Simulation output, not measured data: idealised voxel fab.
This is a process module. Its name is voxel gate over fins.
Square cell edge 5 nm, section width 250 nm, ID cut.
A cross-section is written here as square cells arranged in a grid, and it is given in bands from the top down, each band taking up one or more rows of cells. Read a band's entry like this: the first values are the height of its top and the height of its bottom in nm, and what follows is the sequence of materials from left to right, each with its width in nm. Note that "air" is empty space, and that a single material marked "throughout" reaches across the band from edge to edge. It should be noted that heights are counted from 0, beneath which the wafer as supplied is of one material throughout, and that the lowest band possesses no lower boundary but continues downward, as written in "0 -> down". The two numbers in a width such as "30 to 40" mark its ends across the band: the first belongs to the top row of cells, the second to the bottom row, and from each row to the next the width moves by the same amount. Where the words "no modification" appear for a step, the cross-section shows no cell changed by that step; every cell remained as before. "Closed void roster" contains a list of empty spaces, each no smaller than 8 cells and without an open way to the top, written in the form width x height at distance with the distance from the left edge and all three in nm. The remark found on a step's line after its settings is issued by the simulator itself and pertains to that step. Regarding "overlay nm": on a step with a mask, it is the distance the mask lay to the right of its planned place; a negative value places it to the left.
### The process steps that were planned are listed below
1. op RECEIVE | material Si
2. op CONFORMAL_DEP | material SiN | thk nm 10
3. op PATTERN | tone cover | mask id FINS | material resist | width nm 15 | pitch nm 60 | thk nm 20 | overlay nm 0
4. op DIRECTIONAL_ETCH | etch materials SiN | depth nm 10
5. op DIRECTIONAL_ETCH | etch materials Si | depth nm 40
6. op STRIP | etch materials resist
7. op OXIDIZE | depth nm 5
8. op FILL_DEP | material SiO2 | thk nm 5
9. op CMP | height nm 10
10. op MASKED_ETCH | tone open | mask id RAIL | width nm 15 | etch materials SiO2 | depth nm 45 | overlay nm 0
11. op CONFORMAL_DEP | material TiN | thk nm 5
12. op FILL_DEP | material Ru | thk nm 10
13. op CMP | height nm 10
14. op SELECTIVE_ETCH | etch materials W Ru TiN | depth nm 25
15. op FILL_DEP | material SiO2 | thk nm 5
16. op CMP | height nm 10
17. op SELECTIVE_ETCH | etch materials SiO2 | depth nm 20
18. op STRIP | etch materials SiN
19. op CONFORMAL_DEP | material HfO2 | thk nm 5
20. op CONFORMAL_DEP | material TiN | thk nm 5
21. op CONFORMAL_DEP | material TiAl | thk nm 5
22. op CONFORMAL_DEP | material TiN | thk nm 5
23. op FILL_DEP | material W | thk nm 10
24. op CMP | height nm 25
25. op CONFORMAL_DEP | material SiCN | thk nm 10
### Cross-section of the wafer as it came to us, i.e., already through step 1
0 -> down  Si throughout
Closed void roster: none
### Cross-sectional view of the first of the two wafers upon completion of the module, processed in accordance with the plan
35 -> 25  SiCN throughout
25 -> 20  W throughout
20 -> 15  10 W, 45 TiN, 15 W, 45 TiN, 15 W, 45 TiN, 15 W, 45 TiN, 15 W
15 -> 10  10 W, 5 TiN, 35 TiAl, 5 TiN, 15 W, 5 TiN, 35 TiAl, 5 TiN, 15 W, 5 TiN, 35 TiAl, 5 TiN, 15 W, 5 TiN, 35 TiAl, 5 TiN, 15 W
10 -> 5  15 TiN, 5 TiAl, 25 TiN, 5 TiAl, 25 TiN, 5 TiAl, 25 TiN, 5 TiAl, 25 TiN, 5 TiAl, 25 TiN, 5 TiAl, 25 TiN, 5 TiAl, 25 TiN, 5 TiAl, 20 TiN
5 -> 0  20 TiAl, 5 TiN, 15 HfO2, 5 TiN, 35 TiAl, 5 TiN, 15 HfO2, 5 TiN, 35 TiAl, 5 TiN, 15 HfO2, 5 TiN, 35 TiAl, 5 TiN, 15 HfO2, 5 TiN, 25 TiAl
0 -> -5  25 TiN, 5 HfO2, 5 Si, 5 HfO2, 45 TiN, 5 HfO2, 5 Si, 5 HfO2, 45 TiN, 5 HfO2, 5 Si, 5 HfO2, 45 TiN, 5 HfO2, 5 Si, 5 HfO2, 30 TiN
-5 -> -10  30 HfO2, 5 Si, 55 HfO2, 5 Si, 55 HfO2, 5 Si, 55 HfO2, 5 Si, 35 HfO2
-10 -> -15  30 SiO2, 5 Si, 55 SiO2, 5 Si, 55 SiO2, 5 Si, 55 SiO2, 5 Si, 35 SiO2
-15 -> -30  30 SiO2, 5 Si, 20 SiO2, 5 TiN, 5 Ru, 5 TiN, 20 SiO2, 5 Si, 55 SiO2, 5 Si, 55 SiO2, 5 Si, 35 SiO2
-30 -> -35  30 SiO2, 5 Si, 20 SiO2, 15 TiN, 20 SiO2, 5 Si, 55 SiO2, 5 Si, 55 SiO2, 5 Si, 35 SiO2
-35 -> -45  30 SiO2, 5 Si, 55 SiO2, 5 Si, 55 SiO2, 5 Si, 55 SiO2, 5 Si, 35 SiO2
-45 -> down  Si throughout
Closed void roster: none
### Wafer two cross-section, module end. Start and plan unchanged from wafer one; one mistake made during the run
35 -> 25  SiCN throughout
25 -> 20  W throughout
20 -> 15  45 TiN, 15 W, 45 TiN, 15 W, 45 TiN, 15 W, 45 TiN, 25 W
15 -> 10  5 TiN, 35 TiAl, 5 TiN, 15 W, 5 TiN, 35 TiAl, 5 TiN, 15 W, 5 TiN, 35 TiAl, 5 TiN, 15 W, 5 TiN, 35 TiAl, 5 TiN, 25 W
10 -> 5  5 TiN, 5 TiAl, 25 TiN, 5 TiAl, 25 TiN, 5 TiAl, 25 TiN, 5 TiAl, 25 TiN, 5 TiAl, 25 TiN, 5 TiAl, 25 TiN, 5 TiAl, 25 TiN, 5 TiAl, 30 TiN
5 -> 0  10 TiAl, 5 TiN, 15 HfO2, 5 TiN, 35 TiAl, 5 TiN, 15 HfO2, 5 TiN, 35 TiAl, 5 TiN, 15 HfO2, 5 TiN, 35 TiAl, 5 TiN, 15 HfO2, 5 TiN, 35 TiAl
0 -> -5  15 TiN, 5 HfO2, 5 Si, 5 HfO2, 45 TiN, 5 HfO2, 5 Si, 5 HfO2, 45 TiN, 5 HfO2, 5 Si, 5 HfO2, 45 TiN, 5 HfO2, 5 Si, 5 HfO2, 40 TiN
-5 -> -10  20 HfO2, 5 Si, 55 HfO2, 5 Si, 55 HfO2, 5 Si, 55 HfO2, 5 Si, 45 HfO2
-10 -> -15  20 SiO2, 5 Si, 55 SiO2, 5 Si, 55 SiO2, 5 Si, 55 SiO2, 5 Si, 45 SiO2
-15 -> -30  20 SiO2, 5 Si, 30 SiO2, 5 TiN, 5 Ru, 5 TiN, 10 SiO2, 5 Si, 55 SiO2, 5 Si, 55 SiO2, 5 Si, 45 SiO2
-30 -> -35  20 SiO2, 5 Si, 30 SiO2, 15 TiN, 10 SiO2, 5 Si, 55 SiO2, 5 Si, 55 SiO2, 5 Si, 45 SiO2
-35 -> -45  20 SiO2, 5 Si, 55 SiO2, 5 Si, 55 SiO2, 5 Si, 55 SiO2, 5 Si, 45 SiO2
-45 -> down  Si throughout
Closed void roster: none
Where did the run depart from the plan? step 3 was run on a setting that differed from the plan, and what really ran there is op PATTERN | tone cover | mask id FINS | material resist | width nm 15 | pitch nm 60 | thk nm 20 | overlay nm -10
at the end the second wafer has, in cells: as many of each material as the first, in other places
